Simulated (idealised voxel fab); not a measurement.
The process module that follows is named voxel self aligned vias.
It is cross-section cut that appears here, measuring 235 nm in width, its square cells being 5 nm in size.
Think of the cross-section as a grid of square cells. We describe it in bands, top to bottom, and each band covers one or more rows of those cells. In this notation a band is specified by the heights of its top and bottom, in that order and in nm, after which its materials appear from left to right, each paired with its width in nm. The word "everywhere" attached to a single material means that material fills the band from edge to edge; the word "blank" stands for empty space. Basically, 0 is our baseline, since under it the wafer straight out of the box is all one material. The bottom band has no lower end and keeps on going down, so it looks like "0 down". With a width like "30->40", each row of cells in the band differs from the next by the same amount, the top row carrying the first number and the bottom row the second. Take "nothing different" at face value: in the step it is given for, the cross-section changed in none of its cells. Reported under the label "Voids, fully enclosed" are the empty spaces having no open way to the top and comprising 8 cells or more; the notation for each is width x height at distance, in which the distance is measured from the left edge and all three values are in nm. On a step's line, text after the settings is the simulator commenting on that step. The line of a step may include "overlay nm". On a step with a mask, this value is how far to the right of its planned place the mask lay. A negative value means the mask lay to the left.
PLANNED STEP LIST FOR THE PROCESS
1 RECEIVE [material Si]
2 CONFORMAL_DEP [material SiO2] [thk nm 10]
3 CONFORMAL_DEP [material SiCN] [thk nm 5]
4 DIRECTIONAL_DEP [material SiO2] [thk nm 30]
5 MASKED_ETCH [tone open] [mask id LINES] [width nm 25] [pitch nm 70] [etch materials SiO2] [depth nm 30] [overlay nm 0]
6 CONFORMAL_DEP [material TiN] [thk nm 5]
7 FILL_DEP [material Ru] [thk nm 5]
8 CMP [height nm 45]
9 SELECTIVE_ETCH [etch materials W Ru TiN] [depth nm 10]
10 FILL_DEP [material SiN] [thk nm 10]
11 CMP [height nm 45]
12 DIRECTIONAL_DEP [material SiO2] [thk nm 15]
13 DIRECTIONAL_DEP [material aC] [thk nm 10]
14 PATTERN [tone open] [mask id VIAS] [material resist] [width nm 45] [pitch nm 70] [thk nm 30] [overlay nm 0]
15 DIRECTIONAL_ETCH [etch materials aC] [depth nm 10]
16 STRIP [etch materials resist]
17 DIRECTIONAL_ETCH [etch materials SiO2] [depth nm 15]
18 DIRECTIONAL_ETCH [etch materials SiN] [depth nm 10]
19 STRIP [etch materials aC]
20 CONFORMAL_DEP [material TiN] [thk nm 5]
21 FILL_DEP [material W] [thk nm 10]
22 CMP [height nm 60]
23 CONFORMAL_DEP [material SiN] [thk nm 5]
SO THIS IS THE INCOMING WAFER IN CROSS-SECTION - IT'S ALREADY BEEN THROUGH STEP 1
- 0 down | Si everywhere
- Voids, fully enclosed: none
AS-PLANNED RUN: CROSS-SECTION OF THE FIRST OF TWO WAFERS AT END OF MODULE
- 65 to 60 | SiN everywhere
- 60 to 50 | 60 of SiO2 / 5 of TiN / 35 of W / 5 of TiN / 25 of SiO2 / 5 of TiN / 35 of W / 5 of TiN / 60 of SiO2
- 50 to 40 | 60->70 of SiO2 / 15->5 of TiN / 15 of W / 15->5 of TiN / 25->45 of SiO2 / 15->5 of TiN / 15 of W / 15->5 of TiN / 60->70 of SiO2
- 40 to 35 | 70 of SiO2 / 25 of TiN / 45 of SiO2 / 25 of TiN / 70 of SiO2
- 35 to 20 | 70 of SiO2 / 5 of TiN / 15 of Ru / 5 of TiN / 45 of SiO2 / 5 of TiN / 15 of Ru / 5 of TiN / 70 of SiO2
- 20 to 15 | 70 of SiO2 / 25 of TiN / 45 of SiO2 / 25 of TiN / 70 of SiO2
- 15 to 10 | SiCN everywhere
- 10 to 0 | SiO2 everywhere
- 0 down | Si everywhere
- Voids, fully enclosed: none
WHAT THE SECOND WAFER LOOKS LIKE IN CROSS-SECTION ONCE THE MODULE IS DONE. ITS START AND ITS PLAN MATCHED THE FIRST WAFER'S EXACTLY; WHAT DIFFERED WAS ONE MISTAKE IN HOW IT WAS RUN
- 65 to 60 | SiN everywhere
- 60 to 45 | W everywhere
- 45 to 35 | 70 of SiO2 / 25 of SiN / 45 of SiO2 / 25 of SiN / 70 of SiO2
- 35 to 20 | 70 of SiO2 / 5 of TiN / 15 of Ru / 5 of TiN / 45 of SiO2 / 5 of TiN / 15 of Ru / 5 of TiN / 70 of SiO2
- 20 to 15 | 70 of SiO2 / 25 of TiN / 45 of SiO2 / 25 of TiN / 70 of SiO2
- 15 to 10 | SiCN everywhere
- 10 to 0 | SiO2 everywhere
- 0 down | Si everywhere
- Voids, fully enclosed: none
Against the plan, the run slipped here: step 12 off recipe, ran as DIRECTIONAL_DEP [material W] [thk nm 15]
Count the cells at the end and the second wafer has more or fewer of some materials than the first: +20 SiN, -87 SiO2, -34 TiN, +101 W
